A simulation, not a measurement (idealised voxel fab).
process module | voxel ribs on slabs
cross-section cut | 195 nm wide | cells 5 nm
A cross-section is a grid of square cells, given in bands from the top down. A band is one or more rows of cells.
Each band's line starts with the height of the band's top and of its bottom, in nm. Then come its materials from left to right, each with its width in nm. One material with "throughout" fills the band from edge to edge. "air" is empty space.
Height 0 is the level under which the wafer as received is all one material. The lowest band goes on downwards, as in "0 down".
A width such as "30 to 40" changes by the same amount from each row of cells to the next, from the band's top row to its bottom row.
"no change" after a step means that no cell of the cross-section changed.
closed voids: empty space of 8 cells or more with no open way to the top, each as width x height at its distance from the left edge, in nm
after a step's settings: what the simulator itself notes on the step
overlay nm, on a step with a mask: how far to the right of its planned place the mask lay; to the left if negative
plan
1 op RECEIVE | material Si
2 op DIRECTIONAL_DEP | material SiO2 | thk nm 25
3 op DIRECTIONAL_DEP | material SiN | thk nm 20
4 op DIRECTIONAL_DEP | material aC | thk nm 15
5 op PATTERN | tone cover | mask id RIB | material resist | width nm 25 | thk nm 30 | overlay nm 0
6 op DIRECTIONAL_ETCH | etch materials aC | depth nm 15
7 op STRIP | etch materials resist
8 op DIRECTIONAL_ETCH | etch materials SiN | depth nm 5
9 op STRIP | etch materials aC
10 op MASKED_ETCH | tone cover | mask id SLAB | width nm 75 | etch materials SiN | depth nm 15 | overlay nm 0
11 op FILL_DEP | material SiO2 | thk nm 20
12 op CMP | height nm 60
13 op DIRECTIONAL_DEP | material W | thk nm 5
14 op PATTERN | tone cover | mask id HEATER | material resist | width nm 35 | thk nm 20 | overlay nm 0
15 op DIRECTIONAL_ETCH | etch materials W | depth nm 5
16 op STRIP | etch materials resist
17 op CONFORMAL_DEP | material SiO2 | thk nm 10
as received, after step 1
  0 down: Si throughout
  closed voids: none
a wafer at the end: this start, this plan, one mistake
  75 to 70: air 70 | SiO2 55 | air 70
  70 to 65: SiO2 throughout
  65 to 60: SiO2 80 | W 35 | SiO2 80
  60 to 45: SiO2 throughout
  45 to 25: W throughout
  25 to 0: SiO2 throughout
  0 down: Si throughout
  closed voids: none
what went wrong: step 3 ran as: op DIRECTIONAL_DEP | material W | thk nm 20
